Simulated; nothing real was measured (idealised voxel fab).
The document below concerns the process module designated voxel wiring stack.
We display cut, a cross-section 240 nm in width whose square cells are each 5 nm.
Bands, listed from the top down, are how a cross-section gets written in this document; the cross-section itself is a grid of square cells, and a band is one or more rows of them. Band entry format. Leading values: height of top, height of bottom, nm. Remainder: materials in left-to-right order, each with its width in nm. Special words: "full width" on a single material, which then fills the band edge to edge; "air", empty space. Heights are measured from 0, the level below which the as-received wafer is all one material; the lowest band has no bottom and continues downward, written as in "from 0 down". Width: "30..40" (first number = top row, second number = bottom row, same change from row to row of cells). Basically "nothing was modified" means that step didn't change any cell in the cross-section. Entry "Enclosed void list". Content: empty spaces with no open connection to the top, size 8 cells or greater. Each: width x height at distance. Distance: from left edge. Unit: nm. after a step's settings: what the simulator itself notes on the step. A step line may carry the setting "overlay nm", which, for steps involving a mask, states the distance by which the mask lay to the right of its intended position; negative values denote displacement to the left.
# Intended process steps
| 1 | RECEIVE, material Si |
| 2 | CONFORMAL_DEP, material SiO2, thk nm 10 |
| 3 | DIRECTIONAL_DEP, material TiN, thk nm 5 |
| 4 | DIRECTIONAL_DEP, material W, thk nm 25 |
| 5 | DIRECTIONAL_DEP, material aC, thk nm 15 |
| 6 | PATTERN, tone cover, mask id METAL_1, material resist, width nm 25, pitch nm 40, thk nm 30, overlay nm 0 |
| 7 | DIRECTIONAL_ETCH, etch materials aC, depth nm 15 |
| 8 | STRIP, etch materials resist |
| 9 | DIRECTIONAL_ETCH, etch materials W, depth nm 25 |
| 10 | DIRECTIONAL_ETCH, etch materials TiN, depth nm 5 |
| 11 | STRIP, etch materials aC |
| 12 | CONFORMAL_DEP, material SiCN, thk nm 5 |
| 13 | FILL_DEP, material lowk, thk nm 5 |
| 14 | CMP, height nm 40 |
| 15 | CONFORMAL_DEP, material SiCN, thk nm 5 |
| 16 | DIRECTIONAL_DEP, material SiO2, thk nm 20 |
| 17 | MASKED_ETCH, tone open, mask id PLUG_1, width nm 15, pitch nm 80, etch materials SiO2, depth nm 20, overlay nm 0 |
| 18 | MASKED_ETCH, tone open, mask id PLUG_1, width nm 15, pitch nm 80, etch materials SiCN, depth nm 5, overlay nm 0 |
| 19 | EPI, material Ru, thk nm 10 |
| 20 | EPI, material Ru, thk nm 10 |
| 21 | EPI, material Ru, thk nm 5 |
| 22 | CONFORMAL_DEP, material SiN, thk nm 5 |
| 23 | DIRECTIONAL_DEP, material lowk, thk nm 20 |
| 24 | DIRECTIONAL_DEP, material aC, thk nm 15 |
| 25 | PATTERN, tone open, mask id METAL_2, material resist, width nm 25, pitch nm 40, thk nm 35, overlay nm 0 |
| 26 | DIRECTIONAL_ETCH, etch materials aC, depth nm 15 |
| 27 | STRIP, etch materials resist |
| 28 | DIRECTIONAL_ETCH, etch materials lowk, depth nm 20 |
| 29 | DIRECTIONAL_ETCH, etch materials SiN, depth nm 5 |
| 30 | STRIP, etch materials aC |
| 31 | CONFORMAL_DEP, material TiN, thk nm 5 |
| 32 | FILL_DEP, material Cu, thk nm 10 |
| 33 | CMP, height nm 80 |
| 34 | EPI, material Ru, thk nm 5 |
| 35 | FILL_DEP, material SiCN, thk nm 5 |
The height nm used in step 33 is not the same on every wafer, whereas the starting condition is; the value printed in the plan is the first wafer's.
# The first of several wafers, as received after step 1, seen in section
* from 0 down: Si full width
* Enclosed void list: none
# The figure below presents a cross-section of the first of several wafers at the conclusion of the module, following its last step, step 35
* from 90 to 85: SiCN full width
* from 85 to 80: SiCN 40 nm  Ru 35 nm  SiCN 5 nm  Ru 35 nm  SiCN 5 nm  Ru 35 nm  SiCN 5 nm  Ru 35 nm  SiCN 45 nm
* from 80 to 70: lowk 45 nm  TiN 5 nm  Cu 15 nm  TiN 5 nm  lowk 15 nm  TiN 5 nm  Cu 15 nm  TiN 5 nm  lowk 15 nm  TiN 5 nm  Cu 15 nm  TiN 5 nm  lowk 15 nm  TiN 5 nm  Cu 15 nm  TiN 5 nm  lowk 50 nm
* from 70 to 65: SiN 45 nm  TiN 25 nm  SiN 15 nm  TiN 25 nm  SiN 15 nm  TiN 25 nm  SiN 15 nm  TiN 25 nm  SiN 50 nm
* from 65 to 45: SiO2 45 nm  Ru 15 nm  SiO2 65 nm  Ru 15 nm  SiO2 100 nm
* from 45 to 40: SiCN 45 nm  Ru 15 nm  SiCN 65 nm  Ru 15 nm  SiCN 100 nm
* from 40 to 15: lowk 40 nm  SiCN 5 nm  W 25 nm  SiCN 5 nm  lowk 5 nm  SiCN 5 nm  W 25 nm  SiCN 5 nm  lowk 5 nm  SiCN 5 nm  W 25 nm  SiCN 5 nm  lowk 5 nm  SiCN 5 nm  W 25 nm  SiCN 5 nm  lowk 45 nm
* from 15 to 10: SiCN 45 nm  TiN 25 nm  SiCN 15 nm  TiN 25 nm  SiCN 15 nm  TiN 25 nm  SiCN 15 nm  TiN 25 nm  SiCN 50 nm
* from 10 to 0: SiO2 full width
* from 0 down: Si full width
* Enclosed void list: none
# The final wafer, sectioned at module end
* from 115 to 110: SiCN full width
* from 110 to 105: Ru full width
* from 105 to 95: Cu full width
* from 95 to 90: TiN 50 nm  Cu 15 nm  TiN 25 nm  Cu 15 nm  TiN 25 nm  Cu 15 nm  TiN 25 nm  Cu 15 nm  TiN 55 nm
* from 90 to 70: lowk 45 nm  TiN 5 nm  Cu 15 nm  TiN 5 nm  lowk 15 nm  TiN 5 nm  Cu 15 nm  TiN 5 nm  lowk 15 nm  TiN 5 nm  Cu 15 nm  TiN 5 nm  lowk 15 nm  TiN 5 nm  Cu 15 nm  TiN 5 nm  lowk 50 nm
* from 70 to 65: SiN 45 nm  TiN 25 nm  SiN 15 nm  TiN 25 nm  SiN 15 nm  TiN 25 nm  SiN 15 nm  TiN 25 nm  SiN 50 nm
* from 65 to 45: SiO2 45 nm  Ru 15 nm  SiO2 65 nm  Ru 15 nm  SiO2 100 nm
* from 45 to 40: SiCN 45 nm  Ru 15 nm  SiCN 65 nm  Ru 15 nm  SiCN 100 nm
* from 40 to 15: lowk 40 nm  SiCN 5 nm  W 25 nm  SiCN 5 nm  lowk 5 nm  SiCN 5 nm  W 25 nm  SiCN 5 nm  lowk 5 nm  SiCN 5 nm  W 25 nm  SiCN 5 nm  lowk 5 nm  SiCN 5 nm  W 25 nm  SiCN 5 nm  lowk 45 nm
* from 15 to 10: SiCN 45 nm  TiN 25 nm  SiCN 15 nm  TiN 25 nm  SiCN 15 nm  TiN 25 nm  SiCN 15 nm  TiN 25 nm  SiCN 50 nm
* from 10 to 0: SiO2 full width
* from 0 down: Si full width
* Enclosed void list: none
# The rows of the table below are wafers. Looking at the end of the module, a row counts, for every material, the cells the wafer has gained, shown as (+), or lost, shown as (-), since it was received; its closed voids come next
height nm 80; +24 Cu; +58 Ru; +178 SiCN; +28 SiN; +264 SiO2; +56 TiN; +100 W; +156 lowk; Enclosed void list: none
height nm 85; +36 Cu; +58 Ru; +178 SiCN; +28 SiN; +264 SiO2; +64 TiN; +100 W; +184 lowk; Enclosed void list: none
height nm 90; +48 Cu; +58 Ru; +178 SiCN; +28 SiN; +264 SiO2; +72 TiN; +100 W; +212 lowk; Enclosed void list: none
height nm 95; +60 Cu; +78 Ru; +158 SiCN; +28 SiN; +264 SiO2; +108 TiN; +100 W; +212 lowk; Enclosed void list: none
height nm 100; +108 Cu; +78 Ru; +158 SiCN; +28 SiN; +264 SiO2; +108 TiN; +100 W; +212 lowk; Enclosed void list: none
height nm 105; +156 Cu; +78 Ru; +158 SiCN; +28 SiN; +264 SiO2; +108 TiN; +100 W; +212 lowk; Enclosed void list: none
